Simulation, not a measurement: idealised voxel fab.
Process module in this document: voxel self aligned contacts
Section cut is 270 nm wide and gridded with 5 nm square cells.
Reading order for cross-sections: top band down to bottom band. Underlying form: a grid of square cells. Band size: one or more rows of cells.
Top, bottom (nm), then materials left to right with widths (nm); lone material tagged "throughout" fills the whole band edge to edge; "air" = empty space.
Heads up on the height convention: 0 is the point under which the incoming wafer is all one material, and the lowest band has no bottom, it just keeps going down, like "z 0 and below".
Quick explanation for "30->40": the width changes in equal steps down the rows of cells, from the first number in the band's top row to the second number in its bottom row.
A step reported as "nothing different" is a step in which no cell of the cross-section changed.
Empty spaces counting at least 8 cells and having no open way to the top are listed in "Closed void listing". The notation width x height at distance is used for each, the distance being from the left edge and all three values in nm.
Note: text after step settings on the step line = simulator remark on that step.
"overlay nm" on a masked step: distance the mask lay right of its planned place, negative for left.
So here's the lineup of process steps we planned:
1: op RECEIVE | material Si
2: op CONFORMAL_DEP | material SiO2 | thk nm 5
3: op DIRECTIONAL_DEP | material polySi | thk nm 20
4: op DIRECTIONAL_DEP | material SiN | thk nm 20
5: op DIRECTIONAL_DEP | material aC | thk nm 15
6: op PATTERN | tone cover | mask id GATE | material resist | width nm 25 | pitch nm 65 | thk nm 30 | overlay nm 0
7: op DIRECTIONAL_ETCH | etch materials aC | depth nm 15
8: op STRIP | etch materials resist
9: op DIRECTIONAL_ETCH | etch materials SiN | depth nm 20
10: op DIRECTIONAL_ETCH | etch materials polySi | depth nm 20
11: op STRIP | etch materials aC
12: op CONFORMAL_DEP | material SiN | thk nm 10
13: op DIRECTIONAL_ETCH | etch materials SiN | depth nm 10
14: op FILL_DEP | material SiO2 | thk nm 15
15: op CMP | height nm 55
16: op MASKED_ETCH | tone open | mask id CONTACT | width nm 50 | pitch nm 65 | etch materials SiO2 | depth nm 55 | overlay nm 0
17: op CONFORMAL_DEP | material TiN | thk nm 5
18: op FILL_DEP | material W | thk nm 5
19: op CMP | height nm 55
20: op CONFORMAL_DEP | material SiCN | thk nm 5
As-received wafer cross-section (after step 1):
z 0 and below: Si throughout
Closed void listing: none
The following cross-section depicts the wafer upon conclusion of the module. Processing commenced from the starting condition illustrated above and adhered to the plan illustrated above, save for one mistake in execution:
z 60 to 55: SiCN throughout
z 55 to 45: SiO2 (75) | TiN (5) | W (40) | TiN (5) | SiO2 (15) | TiN (5) | W (40) | TiN (5) | SiO2 (80)
z 45 to 40: SiO2 (75) | TiN (20) | W (10) | TiN (20) | SiO2 (15) | TiN (20) | W (10) | TiN (20) | SiO2 (80)
z 40 to 20: SiO2 (45) | SiN (45) | TiN (5) | W (10) | TiN (5) | SiN (45) | TiN (5) | W (10) | TiN (5) | SiN (45) | SiO2 (50)
z 20 to 5: SiO2 (45) | SiN (10) | polySi (25) | SiN (10) | TiN (5) | W (10) | TiN (5) | SiN (10) | polySi (25) | SiN (10) | TiN (5) | W (10) | TiN (5) | SiN (10) | polySi (25) | SiN (10) | SiO2 (50)
z 5 to 0: SiO2 (45) | SiN (10) | polySi (25) | SiN (10) | TiN (20) | SiN (10) | polySi (25) | SiN (10) | TiN (20) | SiN (10) | polySi (25) | SiN (10) | SiO2 (50)
z 0 and below: Si throughout
Closed void listing: none
Short version of what went wrong: step 2 of the plan got skipped, so it never ran
